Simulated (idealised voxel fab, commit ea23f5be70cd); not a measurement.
Herein follows the process module entitled voxel ribs on slabs.
For reference, the cross-section in this document is cut, with width 265 nm and square cells of 5 nm.
A cross-section is a grid of square cells, given in bands from the top down. A band is one or more rows of cells.
First you get the band's top height and its bottom height, in nm, and then the materials it's made of, left to right, with each width in nm. If you see a single material with "everywhere", that one covers the band edge to edge. "blank" is empty space.
Heights from 0 (as-received wafer is one material below). Bottom band endless downward, as "0 -> down".
It should be noted that a width expressed as "30 to 40" varies in equal increments from row to row of cells within the band, taking the value of the first number at the top row and that of the second number at the bottom row.
You'll sometimes find "changes: none" written for a step, and that's the way of saying that nowhere in the cross-section did a cell change during that step.
This entry, "Enclosed void listing", enumerates those empty regions of no fewer than 8 cells that possess no open connection to the top. Each region is reported in the form width x height at distance, the distance being taken from the left edge, with all three quantities expressed in nm.
Text after the settings on a step's line: the simulator's own remark on that step.
What "overlay nm" on a step's line means: if the step has a mask, that mask lay this far to the right of its planned place, or, when the value is negative, to the left.

Steps in the process plan:
1. RECEIVE with material Si
2. DIRECTIONAL_DEP with material SiO2, thk nm 30
3. DIRECTIONAL_DEP with material SiN, thk nm 15
4. PATTERN with tone cover, mask id RIB, material resist, width nm 20, thk nm 20, overlay nm 0
5. DIRECTIONAL_ETCH with etch materials SiN, depth nm 10
6. STRIP with etch materials resist
7. PATTERN with tone cover, mask id SLAB, material resist, width nm 80, thk nm 20, overlay nm 0
8. DIRECTIONAL_ETCH with etch materials SiN, depth nm 5
9. STRIP with etch materials resist
10. FILL_DEP with material SiO2, thk nm 20
11. CMP with height nm 55
12. DIRECTIONAL_DEP with material W, thk nm 5
13. DIRECTIONAL_DEP with material aC, thk nm 15
14. PATTERN with tone cover, mask id HEATER, material resist, width nm 30, thk nm 30, overlay nm 0
15. DIRECTIONAL_ETCH with etch materials aC, depth nm 15
16. STRIP with etch materials resist
17. DIRECTIONAL_ETCH with etch materials W, depth nm 5
18. STRIP with etch materials aC
19. CONFORMAL_DEP with material SiO2, thk nm 10

Cross-section of the wafer at receipt, which is the condition after step 1:
* 0 -> down  Si everywhere
* Enclosed void listing: none

One mistake in running the module, otherwise start and plan as above: cross-section at the end:
* 70 -> 65  blank: 105 | SiO2: 50 | blank: 110
* 65 -> 60  SiO2 everywhere
* 60 -> 55  SiO2: 115 | W: 30 | SiO2: 120
* 55 -> 45  SiO2: 120 | SiN: 20 | SiO2: 125
* 45 -> 40  SiO2: 90 | SiN: 80 | SiO2: 95
* 40 -> 30  SiN everywhere
* 30 -> 0  SiO2 everywhere
* 0 -> down  Si everywhere
* Enclosed void listing: none
Processing error: step 3: run off-plan, actual operation and settings DIRECTIONAL_DEP with material SiN, thk nm 25
